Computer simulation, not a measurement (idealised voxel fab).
process module | voxel capacitor over wiring
cross-section cut | 275 nm wide | cells 5 nm
A cross-section is a grid of square cells, given in bands from the top down. A band is one or more rows of cells.
Each band's line starts with the height of the band's top and of its bottom, in nm. Then come its materials from left to right, each with its width in nm. One material with "throughout" fills the band from edge to edge. "air" is empty space.
Height 0 is the level under which the wafer as received is all one material. The lowest band goes on downwards, as in "0 down".
A width such as "30 to 40" changes by the same amount from each row of cells to the next, from the band's top row to its bottom row.
"no change" after a step means that no cell of the cross-section changed.
closed voids: empty space of 8 cells or more with no open way to the top, each as width x height at its distance from the left edge, in nm
after a step's settings: what the simulator itself notes on the step
overlay nm, on a step with a mask: how far to the right of its planned place the mask lay; to the left if negative
plan
1 op RECEIVE | material Si
2 op CONFORMAL_DEP | material SiO2 | thk nm 15
3 op DIRECTIONAL_DEP | material TiN | thk nm 5
4 op DIRECTIONAL_DEP | material Ru | thk nm 25
5 op PATTERN | tone cover | mask id METAL_1 | material resist | width nm 30 | pitch nm 100 | thk nm 20 | overlay nm 0
6 op DIRECTIONAL_ETCH | etch materials Ru | depth nm 25
7 op DIRECTIONAL_ETCH | etch materials TiN | depth nm 5
8 op STRIP | etch materials resist
9 op FILL_DEP | material lowk | thk nm 10
10 op CMP | height nm 45
11 op CONFORMAL_DEP | material SiCN | thk nm 5
12 op DIRECTIONAL_DEP | material SiO2 | thk nm 20
13 op MASKED_ETCH | tone open | mask id PLUG_1 | width nm 15 | etch materials SiO2 | depth nm 20 | overlay nm 0
14 op MASKED_ETCH | tone open | mask id PLUG_1 | width nm 15 | etch materials SiCN | depth nm 5 | overlay nm 0
15 op CONFORMAL_DEP | material TiN | thk nm 5
16 op FILL_DEP | material W | thk nm 10
17 op CMP | height nm 70
18 op DIRECTIONAL_DEP | material TiN | thk nm 5
19 op DIRECTIONAL_DEP | material SiN | thk nm 5
20 op DIRECTIONAL_DEP | material TiN | thk nm 5
21 op PATTERN | tone cover | mask id UPPER_PLATE | material resist | width nm 75 | thk nm 15 | overlay nm 0
22 op DIRECTIONAL_ETCH | etch materials TiN | depth nm 5
23 op DIRECTIONAL_ETCH | etch materials SiN | depth nm 5
24 op STRIP | etch materials resist
25 op MASKED_ETCH | tone cover | mask id LOWER_PLATE | width nm 85 | etch materials TiN | depth nm 5 | overlay nm 0
26 op FILL_DEP | material SiO2 | thk nm 20
27 op CMP | height nm 100
28 op DIRECTIONAL_DEP | material aC | thk nm 15
29 op PATTERN | tone open | mask id PLUG_2 | material resist | width nm 15 | thk nm 35 | overlay nm 0
30 op DIRECTIONAL_ETCH | etch materials aC | depth nm 15
31 op STRIP | etch materials resist
32 op DIRECTIONAL_ETCH | etch materials SiO2 | depth nm 15
33 op STRIP | etch materials aC
34 op CONFORMAL_DEP | material TiN | thk nm 5
35 op FILL_DEP | material W | thk nm 10
36 op CMP | height nm 100
37 op CONFORMAL_DEP | material SiN | thk nm 5
as received, after step 1
  0 down: Si throughout
  closed voids: none
first wafer at the end, as planned
  105 to 100: SiN throughout
  100 to 90: SiO2 95 | TiN 5 | W 5 | TiN 5 | SiO2 165
  90 to 80: SiO2 95 to 85 | TiN 15 to 75 | SiO2 165 to 115
  80 to 75: SiO2 85 | SiN 75 | SiO2 115
  75 to 70: SiO2 80 | TiN 85 | SiO2 110
  70 to 50: SiO2 85 | TiN 5 | W 5 | TiN 5 | SiO2 175
  50 to 45: SiCN 85 | TiN 15 | SiCN 175
  45 to 20: lowk 70 | Ru 30 | lowk 70 | Ru 30 | lowk 75
  20 to 15: lowk 70 | TiN 30 | lowk 70 | TiN 30 | lowk 75
  15 to 0: SiO2 throughout
  0 down: Si throughout
  closed voids: none
second wafer at the end: like start, like plan, one mistake
  105 to 100: SiN throughout
  100 to 90: SiO2 95 | TiN 5 | W 5 | TiN 5 | SiO2 165
  90 to 80: SiO2 95 to 85 | TiN 15 to 75 | SiO2 165 to 115
  80 to 75: SiO2 80 | TiN 85 | SiO2 110
  75 to 70: SiN throughout
  70 to 50: SiO2 85 | TiN 5 | W 5 | TiN 5 | SiO2 175
  50 to 45: SiCN 85 | TiN 15 | SiCN 175
  45 to 20: lowk 70 | Ru 30 | lowk 70 | Ru 30 | lowk 75
  20 to 15: lowk 70 | TiN 30 | lowk 70 | TiN 30 | lowk 75
  15 to 0: SiO2 throughout
  0 down: Si throughout
  closed voids: none
what went wrong: steps 18 and 19 were swapped
at the end the second wafer has, in cells: 40 more of SiN | 40 fewer of SiO2
